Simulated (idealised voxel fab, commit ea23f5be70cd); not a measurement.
You're looking at the process module voxel self aligned vias.
Cross-section cut spans 265 nm and uses square cells 5 nm in size.
A cross-section is a grid of square cells, given in bands from the top down. A band is one or more rows of cells. For a band, the entry starts with two heights in nm, that of the top and then that of the bottom, and carries on with the band's materials in order from left to right, each alongside its width in nm; the word "edge to edge" beside a single material means it fills the band edge to edge, and "blank" means empty space. Height datum 0, below which the as-received substrate wafer is one material. Lowest band open at the bottom, running downward: "0 -> down". A two-number width, for instance "30->40", indicates that the width is equal to the first number in the top row of the band and to the second number in the bottom row, and that it changes by a constant amount per row of cells. "remains unaltered" -> step changed no cross-section cell. Look at "Encapsulated voids" for the closed voids: empty spaces with no open path to the top, sized 8 cells or up. Each is width x height at distance, distance from the left edge, all nm. Past the settings on a step's line: simulator remark, on that step. The "overlay nm" setting may appear on a step's line; for a step that uses a mask, it gives how far to the right of its planned position the mask lay, and a negative value indicates the left.
Steps planned for the process:
| 1 | RECEIVE: material Si |
| 2 | CONFORMAL_DEP: material SiO2, thk nm 15 |
| 3 | CONFORMAL_DEP: material SiCN, thk nm 5 |
| 4 | DIRECTIONAL_DEP: material lowk, thk nm 25 |
| 5 | DIRECTIONAL_DEP: material aC, thk nm 10 |
| 6 | PATTERN: tone open, mask id LINES, material resist, width nm 30, pitch nm 80, thk nm 30, overlay nm 0 |
| 7 | DIRECTIONAL_ETCH: etch materials aC, depth nm 10 |
| 8 | STRIP: etch materials resist |
| 9 | DIRECTIONAL_ETCH: etch materials lowk, depth nm 25 |
| 10 | STRIP: etch materials aC |
| 11 | CONFORMAL_DEP: material TiN, thk nm 5 |
| 12 | FILL_DEP: material Ru, thk nm 10 |
| 13 | CMP: height nm 45 |
| 14 | SELECTIVE_ETCH: etch materials W Ru TiN, depth nm 10 |
| 15 | FILL_DEP: material SiN, thk nm 5 |
| 16 | CMP: height nm 45 |
| 17 | DIRECTIONAL_DEP: material lowk, thk nm 15 |
| 18 | DIRECTIONAL_DEP: material aC, thk nm 10 |
| 19 | PATTERN: tone open, mask id VIAS, material resist, width nm 50, pitch nm 160, thk nm 30, overlay nm 0 |
| 20 | DIRECTIONAL_ETCH: etch materials aC, depth nm 10 |
| 21 | STRIP: etch materials resist |
| 22 | DIRECTIONAL_ETCH: etch materials lowk, depth nm 15 |
| 23 | DIRECTIONAL_ETCH: etch materials SiN, depth nm 10 |
| 24 | STRIP: etch materials aC |
| 25 | CONFORMAL_DEP: material TiN, thk nm 5 |
| 26 | FILL_DEP: material Cu, thk nm 10 |
| 27 | CMP: height nm 60 |
| 28 | CONFORMAL_DEP: material SiCN, thk nm 5 |
First of two wafers, with the run carried out as planned:
Wafer as received: cross-section following step 1:
* 0 -> down | Si edge to edge
* Encapsulated voids: none
Step 2 done - wafer cross-section:
* 15 -> 0 | SiO2 edge to edge
* below 0: unchanged
Step 3 done - wafer cross-section:
* 20 -> 15 | SiCN edge to edge
* below 15: unchanged
Step 4 done - wafer cross-section:
* 45 -> 20 | lowk edge to edge
* below 20: unchanged
Step 5 done - wafer cross-section:
* 55 -> 45 | aC edge to edge
* below 45: unchanged
Step 6 done - wafer cross-section:
* 85 -> 55 | 35 resist  30 blank  50 resist  30 blank  50 resist  30 blank  40 resist
* below 55: unchanged
Step 7 done - wafer cross-section:
* 75 -> 55 | 35 resist  30 blank  50 resist  30 blank  50 resist  30 blank  40 resist
* 55 -> 45 | 35 aC  30 blank  50 aC  30 blank  50 aC  30 blank  40 aC
* below 45: unchanged
Step 8 done - wafer cross-section:
* 55 -> 45 | 35 aC  30 blank  50 aC  30 blank  50 aC  30 blank  40 aC
* below 45: unchanged
Step 9 done - wafer cross-section:
* 55 -> 45 | 35 aC  30 blank  50 aC  30 blank  50 aC  30 blank  40 aC
* 45 -> 20 | 35 lowk  30 blank  50 lowk  30 blank  50 lowk  30 blank  40 lowk
* below 20: unchanged
Step 10 done - wafer cross-section:
* 45 -> 20 | 35 lowk  30 blank  50 lowk  30 blank  50 lowk  30 blank  40 lowk
* below 20: unchanged
Step 11 done - wafer cross-section:
* 50 -> 45 | 40 TiN  20 blank  60 TiN  20 blank  60 TiN  20 blank  45 TiN
* 45 -> 25 | 35 lowk  5 TiN  20 blank  5 TiN  50 lowk  5 TiN  20 blank  5 TiN  50 lowk  5 TiN  20 blank  5 TiN  40 lowk
* 25 -> 20 | 35 lowk  30 TiN  50 lowk  30 TiN  50 lowk  30 TiN  40 lowk
* below 20: unchanged
Step 12 done - wafer cross-section:
* 60 -> 50 | Ru edge to edge
* 50 -> 45 | 40 TiN  20 Ru  60 TiN  20 Ru  60 TiN  20 Ru  45 TiN
* 45 -> 25 | 35 lowk  5 TiN  20 Ru  5 TiN  50 lowk  5 TiN  20 Ru  5 TiN  50 lowk  5 TiN  20 Ru  5 TiN  40 lowk
* below 25: unchanged
Step 13 done - wafer cross-section:
* 45 -> 25 | 35 lowk  5 TiN  20 Ru  5 TiN  50 lowk  5 TiN  20 Ru  5 TiN  50 lowk  5 TiN  20 Ru  5 TiN  40 lowk
* below 25: unchanged
Step 14 done - wafer cross-section:
* 45 -> 35 | 35 lowk  30 blank  50 lowk  30 blank  50 lowk  30 blank  40 lowk
* below 35: unchanged
Step 15 done - wafer cross-section:
* 50 -> 45 | SiN edge to edge
* 45 -> 35 | 35 lowk  30 SiN  50 lowk  30 SiN  50 lowk  30 SiN  40 lowk
* below 35: unchanged
Step 16 done - wafer cross-section:
* 45 -> 35 | 35 lowk  30 SiN  50 lowk  30 SiN  50 lowk  30 SiN  40 lowk
* below 35: unchanged
Step 17 done - wafer cross-section:
* 60 -> 45 | lowk edge to edge
* below 45: unchanged
Step 18 done - wafer cross-section:
* 70 -> 60 | aC edge to edge
* below 60: unchanged
Step 19 done - wafer cross-section:
* 100 -> 70 | 25 resist  50 blank  110 resist  50 blank  30 resist
* below 70: unchanged
Step 20 done - wafer cross-section:
* 90 -> 70 | 25 resist  50 blank  110 resist  50 blank  30 resist
* 70 -> 60 | 25 aC  50 blank  110 aC  50 blank  30 aC
* below 60: unchanged
Step 21 done - wafer cross-section:
* 70 -> 60 | 25 aC  50 blank  110 aC  50 blank  30 aC
* below 60: unchanged
Step 22 done - wafer cross-section:
* 70 -> 60 | 25 aC  50 blank  110 aC  50 blank  30 aC
* 60 -> 45 | 25 lowk  50 blank  110 lowk  50 blank  30 lowk
* below 45: unchanged
Step 23 done - wafer cross-section:
* 70 -> 60 | 25 aC  50 blank  110 aC  50 blank  30 aC
* 60 -> 45 | 25 lowk  50 blank  110 lowk  50 blank  30 lowk
* 45 -> 35 | 35 lowk  30 blank  50 lowk  30 SiN  50 lowk  30 blank  40 lowk
* below 35: unchanged
Step 24 done - wafer cross-section:
* 60 -> 45 | 25 lowk  50 blank  110 lowk  50 blank  30 lowk
* below 45: unchanged
Step 25 done - wafer cross-section:
* 65 -> 60 | 30 TiN  40 blank  120 TiN  40 blank  35 TiN
* 60 -> 50 | 25 lowk  5 TiN  40 blank  5 TiN  110 lowk  5 TiN  40 blank  5 TiN  30 lowk
* 50 -> 45 | 25 lowk  15 TiN  20 blank  15 TiN  110 lowk  15 TiN  20 blank  15 TiN  30 lowk
* 45 -> 40 | 35 lowk  5 TiN  20 blank  5 TiN  50 lowk  30 SiN  50 lowk  5 TiN  20 blank  5 TiN  40 lowk
* 40 -> 35 | 35 lowk  30 TiN  50 lowk  30 SiN  50 lowk  30 TiN  40 lowk
* below 35: unchanged
Step 26 done - wafer cross-section:
* 75 -> 65 | Cu edge to edge
* 65 -> 60 | 30 TiN  40 Cu  120 TiN  40 Cu  35 TiN
* 60 -> 50 | 25 lowk  5 TiN  40 Cu  5 TiN  110 lowk  5 TiN  40 Cu  5 TiN  30 lowk
* 50 -> 45 | 25 lowk  15 TiN  20 Cu  15 TiN  110 lowk  15 TiN  20 Cu  15 TiN  30 lowk
* 45 -> 40 | 35 lowk  5 TiN  20 Cu  5 TiN  50 lowk  30 SiN  50 lowk  5 TiN  20 Cu  5 TiN  40 lowk
* below 40: unchanged
Step 27 done - wafer cross-section:
* 60 -> 50 | 25 lowk  5 TiN  40 Cu  5 TiN  110 lowk  5 TiN  40 Cu  5 TiN  30 lowk
* below 50: unchanged
Step 28 done - wafer cross-section:
* 65 -> 60 | SiCN edge to edge
* below 60: unchanged
Regarding the second of the two wafers: it shared the first wafer's starting condition and process plan, yet one error occurred during its execution. Its history coincides with that of the first wafer up to and including step 21:
Look at the second wafer in cross-section at the time step 22 ought to have finished:
* 70 -> 60 | 25 aC  50 blank  110 aC  50 blank  30 aC
* 60 -> 45 | 25 lowk  50 blank  110 lowk  50 blank  30 lowk
* 45 -> 35 | 25 lowk  10 blank  30 SiN  10 blank  40 lowk  30 SiN  40 lowk  10 blank  30 SiN  10 blank  30 lowk
* 35 -> 30 | 25 lowk  10 blank  5 TiN  20 Ru  5 TiN  10 blank  40 lowk  5 TiN  20 Ru  5 TiN  40 lowk  10 blank  5 TiN  20 Ru  5 TiN  10 blank  30 lowk
* below 30: unchanged
Look at the second wafer in cross-section at the time step 23 ought to have finished:
* 70 -> 60 | 25 aC  50 blank  110 aC  50 blank  30 aC
* 60 -> 45 | 25 lowk  50 blank  110 lowk  50 blank  30 lowk
* 45 -> 35 | 25 lowk  50 blank  40 lowk  30 SiN  40 lowk  50 blank  30 lowk
* below 35: unchanged
Look at the second wafer in cross-section at the time step 24 ought to have finished:
* 60 -> 45 | 25 lowk  50 blank  110 lowk  50 blank  30 lowk
* below 45: unchanged
Look at the second wafer in cross-section at the time step 25 ought to have finished:
* 65 -> 60 | 30 TiN  40 blank  120 TiN  40 blank  35 TiN
* 60 -> 45 | 25 lowk  5 TiN  40 blank  5 TiN  110 lowk  5 TiN  40 blank  5 TiN  30 lowk
* 45 -> 40 | 25 lowk  5 TiN  40 blank  5 TiN  40 lowk  30 SiN  40 lowk  5 TiN  40 blank  5 TiN  30 lowk
* 40 -> 35 | 25 lowk  50 TiN  40 lowk  30 SiN  40 lowk  50 TiN  30 lowk
* 35 -> 25 | 25->35 lowk  15->5 TiN  20 Ru  15->5 TiN  40->50 lowk  5 TiN  20 Ru  5 TiN  40->50 lowk  15->5 TiN  20 Ru  15->5 TiN  30->40 lowk
* below 25: unchanged
Look at the second wafer in cross-section at the time step 26 ought to have finished:
* 75 -> 65 | Cu edge to edge
* 65 -> 60 | 30 TiN  40 Cu  120 TiN  40 Cu  35 TiN
* 60 -> 45 | 25 lowk  5 TiN  40 Cu  5 TiN  110 lowk  5 TiN  40 Cu  5 TiN  30 lowk
* 45 -> 40 | 25 lowk  5 TiN  40 Cu  5 TiN  40 lowk  30 SiN  40 lowk  5 TiN  40 Cu  5 TiN  30 lowk
* below 40: unchanged
Look at the second wafer in cross-section at the time step 27 ought to have finished:
* 60 -> 45 | 25 lowk  5 TiN  40 Cu  5 TiN  110 lowk  5 TiN  40 Cu  5 TiN  30 lowk
* below 45: unchanged
Look at the second wafer in cross-section at the time step 28 ought to have finished:
* 65 -> 60 | SiCN edge to edge
* below 60: unchanged
Plan not followed: plan step 22 ran twice
Wafer comparison, final, in cells, second relative to first, materials more or fewer: 16 more of Cu; 8 more of TiN; 24 fewer of lowk
